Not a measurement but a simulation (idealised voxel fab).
Name of the process module below: voxel gate over fins
Section cut is 195 nm wide and gridded with 5 nm square cells.
Notation: cross-section as square-cell grid; stated in bands, top first, going down; one or more cell rows per band.
Band: top and bottom heights (nm) first, top before bottom; then materials from left to right, widths in nm. "everywhere" marks a sole material filling the band edge to edge. "blank" denotes empty space.
Height is counted from the level 0, under which the received wafer is composed throughout of one material. The lowest of the bands is not closed at the bottom but continues downward, in the notation "0 down".
The two numbers in a width such as "30 to 40" mark its ends across the band: the first belongs to the top row of cells, the second to the bottom row, and from each row to the next the width moves by the same amount.
"left unchanged" after a step means that no cell of the cross-section changed.
This entry, "Entrapped void list", enumerates those empty regions of no fewer than 8 cells that possess no open connection to the top. Each region is reported in the form width x height at distance, the distance being taken from the left edge, with all three quantities expressed in nm.
If you see something after the settings on a step's line, that's the simulator's own remark about that step.
"overlay nm" answers the question of how far to the right of plan the mask lay on a step that has a mask, and when it is negative the answer is to the left.

### This section lists the process steps that were planned
1: RECEIVE: material Si
2: CONFORMAL_DEP: material SiN, thk nm 5
3: PATTERN: tone cover, mask id FINS, material resist, width nm 15, pitch nm 45, thk nm 20, overlay nm 0
4: DIRECTIONAL_ETCH: etch materials SiN, depth nm 5
5: DIRECTIONAL_ETCH: etch materials Si, depth nm 30
6: STRIP: etch materials resist
7: OXIDIZE: depth nm 5
8: FILL_DEP: material SiO2, thk nm 5
9: CMP: height nm 5
10: SELECTIVE_ETCH: etch materials SiO2, depth nm 20
11: STRIP: etch materials SiN
12: CONFORMAL_DEP: material HfO2, thk nm 5
13: CONFORMAL_DEP: material TiN, thk nm 5
14: FILL_DEP: material W, thk nm 10
15: CMP: height nm 15
16: CONFORMAL_DEP: material SiN, thk nm 10

### As received (post step 1): cross-section
- 0 down | Si everywhere
- Entrapped void list: none

### Sectioned view, first of two wafers, at the close of the module, processed as intended in the plan
- 25 to 15 | SiN everywhere
- 15 to 10 | W everywhere
- 10 to 5 | W 15, TiN 25, W 20, TiN 25, W 20, TiN 25, W 20, TiN 25, W 20
- 5 to 0 | W 15, TiN 5, HfO2 15, TiN 5, W 20, TiN 5, HfO2 15, TiN 5, W 20, TiN 5, HfO2 15, TiN 5, W 20, TiN 5, HfO2 15, TiN 5, W 20
- 0 to -5 | W 15, TiN 5, HfO2 5, Si 5, HfO2 5, TiN 5, W 20, TiN 5, HfO2 5, Si 5, HfO2 5, TiN 5, W 20, TiN 5, HfO2 5, Si 5, HfO2 5, TiN 5, W 20, TiN 5, HfO2 5, Si 5, HfO2 5, TiN 5, W 20
- -5 to -10 | TiN 20, HfO2 5, Si 5, HfO2 5, TiN 30, HfO2 5, Si 5, HfO2 5, TiN 30, HfO2 5, Si 5, HfO2 5, TiN 30, HfO2 5, Si 5, HfO2 5, TiN 25
- -10 to -15 | HfO2 25, Si 5, HfO2 40, Si 5, HfO2 40, Si 5, HfO2 40, Si 5, HfO2 30
- -15 to -35 | SiO2 25, Si 5, SiO2 40, Si 5, SiO2 40, Si 5, SiO2 40, Si 5, SiO2 30
- -35 down | Si everywhere
- Entrapped void list: none

### Wafer two cross-section, module end. Start and plan unchanged from wafer one; one mistake made during the run
- 25 to 15 | SiN everywhere
- 15 to 10 | W everywhere
- 10 to 5 | W 20, TiN 25, W 20, TiN 25, W 20, TiN 25, W 20, TiN 25, W 15
- 5 to 0 | W 20, TiN 5, HfO2 15, TiN 5, W 20, TiN 5, HfO2 15, TiN 5, W 20, TiN 5, HfO2 15, TiN 5, W 20, TiN 5, HfO2 15, TiN 5, W 15
- 0 to -5 | W 20, TiN 5, HfO2 5, Si 5, HfO2 5, TiN 5, W 20, TiN 5, HfO2 5, Si 5, HfO2 5, TiN 5, W 20, TiN 5, HfO2 5, Si 5, HfO2 5, TiN 5, W 20, TiN 5, HfO2 5, Si 5, HfO2 5, TiN 5, W 15
- -5 to -10 | TiN 25, HfO2 5, Si 5, HfO2 5, TiN 30, HfO2 5, Si 5, HfO2 5, TiN 30, HfO2 5, Si 5, HfO2 5, TiN 30, HfO2 5, Si 5, HfO2 5, TiN 20
- -10 to -15 | HfO2 30, Si 5, HfO2 40, Si 5, HfO2 40, Si 5, HfO2 40, Si 5, HfO2 25
- -15 to -35 | SiO2 30, Si 5, SiO2 40, Si 5, SiO2 40, Si 5, SiO2 40, Si 5, SiO2 25
- -35 down | Si everywhere
- Entrapped void list: none
What went wrong in running the wafer? note that step 3 departed from the planned setting and was carried out as PATTERN: tone cover, mask id FINS, material resist, width nm 15, pitch nm 45, thk nm 20, overlay nm 5
By the end, you'd get the same cell count for each material on either wafer, but the second wafer puts them somewhere else.
